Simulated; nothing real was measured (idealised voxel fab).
Name of the process module below: voxel ribs on slabs
Shown is cross-section cut, with a width of 220 nm and square cells of size 5 nm.
How to read a cross-section here: the picture is a grid of square cells, written as bands going from the top down, and any band can span one or more rows of cells.
For a band, the entry starts with two heights in nm, that of the top and then that of the bottom, and carries on with the band's materials in order from left to right, each alongside its width in nm; the word "full width" beside a single material means it fills the band edge to edge, and "air" means empty space.
Height 0 is the level under which the wafer as received is all one material. The lowest band goes on downwards, as in "top 0, no bottom".
Width spec "30..40" -> top row of cells at first value, bottom row at second value, equal per-row change in between.
Where the words "stayed the same" appear for a step, the cross-section shows no cell changed by that step; every cell remained as before.
Listed in "Closed void table": every empty space of 8 or more cells without an open way to the top. Form: width x height at distance, the distance being from the left edge, all in nm.
On each step's line, the part that comes after the settings is the simulator's own comment on the step.
Regarding "overlay nm": on a step with a mask, it is the distance the mask lay to the right of its planned place; a negative value places it to the left.

Below is the list of planned process steps:
- 1: RECEIVE | material Si
- 2: DIRECTIONAL_DEP | material SiO2 | thk nm 30
- 3: DIRECTIONAL_DEP | material SiN | thk nm 15
- 4: MASKED_ETCH | tone cover | mask id RIB | width nm 15 | etch materials SiN | depth nm 10 | overlay nm 0
- 5: PATTERN | tone cover | mask id SLAB | material resist | width nm 55 | thk nm 20 | overlay nm 0
- 6: DIRECTIONAL_ETCH | etch materials SiN | depth nm 5
- 7: STRIP | etch materials resist
- 8: FILL_DEP | material SiO2 | thk nm 25
- 9: CMP | height nm 60
- 10: DIRECTIONAL_DEP | material TiN | thk nm 5
- 11: DIRECTIONAL_DEP | material aC | thk nm 15
- 12: PATTERN | tone cover | mask id HEATER | material resist | width nm 25 | thk nm 35 | overlay nm 0
- 13: DIRECTIONAL_ETCH | etch materials aC | depth nm 15
- 14: STRIP | etch materials resist
- 15: DIRECTIONAL_ETCH | etch materials TiN | depth nm 5
- 16: STRIP | etch materials aC
- 17: CONFORMAL_DEP | material SiO2 | thk nm 5

As received, after step 1:
> top 0, no bottom | Si full width
> Closed void table: none

Wafer at module end, in section. Began as above, planned as above, run with one mistake:
> top 85, bottom 65 | SiO2 full width
> top 65, bottom 60 | TiN full width
> top 60, bottom 45 | SiO2 full width
> top 45, bottom 35 | 100 of SiO2  15 of SiN  105 of SiO2
> top 35, bottom 30 | 80 of SiO2  55 of SiN  85 of SiO2
> top 30, bottom 0 | SiO2 full width
> top 0, no bottom | Si full width
> Closed void table: none
Deviation from plan: step 11 changed vs plan, executed as DIRECTIONAL_DEP | material SiO2 | thk nm 15
